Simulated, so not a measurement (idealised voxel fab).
The name of this process module is voxel tone inversion.
It is cross-section cut that appears here, measuring 210 nm in width, its square cells being 5 nm in size.
Reading order for cross-sections: top band down to bottom band. Underlying form: a grid of square cells. Band size: one or more rows of cells.
First you get the band's top height and its bottom height, in nm, and then the materials it's made of, left to right, with each width in nm. If you see a single material with "all across", that one covers the band edge to edge. "empty" is empty space.
Heights are expressed relative to 0, this being the level below which the as-received wafer comprises one material exclusively. The lowest band is unbounded in the downward direction and is denoted as in "z 0 and below".
Width spec "30->40" -> top row of cells at first value, bottom row at second value, equal per-row change in between.
Step marked "same as before"? Then no cell in the cross-section changed in it.
Heads up: "Unvented internal voids" only lists the empty pockets with no open path to the top that are 8 cells or more, and it writes them as width x height at distance, distance from the left edge, in nm.
Formally, on a step line, whatever follows the settings is a remark that the simulator itself makes on the step.
overlay nm: right-of-plan distance of the mask on a masked step; negative values mean left-of-plan.
**Steps planned for the process**
1,RECEIVE (material Si)
2,CONFORMAL_DEP (material SiN; thk nm 10)
3,DIRECTIONAL_DEP (material aC; thk nm 25)
4,PATTERN (tone cover; mask id POSTS; material resist; width nm 15; pitch nm 45; thk nm 30; overlay nm 0)
5,DIRECTIONAL_ETCH (etch materials aC; depth nm 25)
6,STRIP (etch materials resist)
7,FILL_DEP (material lowk; thk nm 5)
8,CMP (height nm 35)
9,STRIP (etch materials aC)
**First out of two wafers; run went to plan**
**Wafer cross-section on receipt, i.e. after step 1**
    z 0 and below = Si all across
    Unvented internal voids: none
**Cross-section of the wafer subsequent to step 2**
    z 10 to 0 = SiN all across
    For the remainder of the cross-section, below 0, there is no change.
**Cross-section of the wafer subsequent to step 3**
    z 35 to 10 = aC all across
    For the remainder of the cross-section, below 10, there is no change.
**Cross-section of the wafer subsequent to step 4**
    z 65 to 35 = empty 75 nm; resist 15 nm; empty 30 nm; resist 15 nm; empty 75 nm
    For the remainder of the cross-section, below 35, there is no change.
**Cross-section of the wafer subsequent to step 5**
    z 40 to 35 = empty 75 nm; resist 15 nm; empty 30 nm; resist 15 nm; empty 75 nm
    z 35 to 10 = empty 75 nm; aC 15 nm; empty 30 nm; aC 15 nm; empty 75 nm
    For the remainder of the cross-section, below 10, there is no change.
**Cross-section of the wafer subsequent to step 6**
    z 35 to 10 = empty 75 nm; aC 15 nm; empty 30 nm; aC 15 nm; empty 75 nm
    For the remainder of the cross-section, below 10, there is no change.
**Cross-section of the wafer subsequent to step 7**
    z 40 to 35 = lowk all across
    z 35 to 10 = lowk 75 nm; aC 15 nm; lowk 30 nm; aC 15 nm; lowk 75 nm
    For the remainder of the cross-section, below 10, there is no change.
**Cross-section of the wafer subsequent to step 8**
    z 35 to 10 = lowk 75 nm; aC 15 nm; lowk 30 nm; aC 15 nm; lowk 75 nm
    For the remainder of the cross-section, below 10, there is no change.
**Cross-section of the wafer subsequent to step 9**
    z 35 to 10 = lowk 75 nm; empty 15 nm; lowk 30 nm; empty 15 nm; lowk 75 nm
    For the remainder of the cross-section, below 10, there is no change.
**Second Wafer (Identical Start and Plan, One Processing Error; Matches First Wafer Through Step 3)**
**Second wafer profile in section, at the moment step 4 of the plan was meant to be complete**
    z 65 to 35 = empty 75 nm; resist 20 nm; empty 25 nm; resist 20 nm; empty 70 nm
    For the remainder of the cross-section, below 35, there is no change.
**Second wafer profile in section, at the moment step 5 of the plan was meant to be complete**
    z 40 to 35 = empty 75 nm; resist 20 nm; empty 25 nm; resist 20 nm; empty 70 nm
    z 35 to 10 = empty 75 nm; aC 20 nm; empty 25 nm; aC 20 nm; empty 70 nm
    For the remainder of the cross-section, below 10, there is no change.
**Second wafer profile in section, at the moment step 6 of the plan was meant to be complete**
    z 35 to 10 = empty 75 nm; aC 20 nm; empty 25 nm; aC 20 nm; empty 70 nm
    For the remainder of the cross-section, below 10, there is no change.
**Second wafer profile in section, at the moment step 7 of the plan was meant to be complete**
    z 40 to 35 = lowk all across
    z 35 to 10 = lowk 75 nm; aC 20 nm; lowk 25 nm; aC 20 nm; lowk 70 nm
    For the remainder of the cross-section, below 10, there is no change.
**Second wafer profile in section, at the moment step 8 of the plan was meant to be complete**
    z 35 to 10 = lowk 75 nm; aC 20 nm; lowk 25 nm; aC 20 nm; lowk 70 nm
    For the remainder of the cross-section, below 10, there is no change.
**Second wafer profile in section, at the moment step 9 of the plan was meant to be complete**
    z 35 to 10 = lowk 75 nm; empty 20 nm; lowk 25 nm; empty 20 nm; lowk 70 nm
    For the remainder of the cross-section, below 10, there is no change.
The mistake made against the process plan was this: the process deviated at step 4: the operation and settings actually run there were PATTERN (tone cover; mask id POSTS; material resist; width nm 20; pitch nm 45; thk nm 30; overlay nm 0)
It is noted that, at the conclusion of processing, the second wafer exhibits a higher or lower cell count for certain materials relative to the first: lowk: 10 fewer
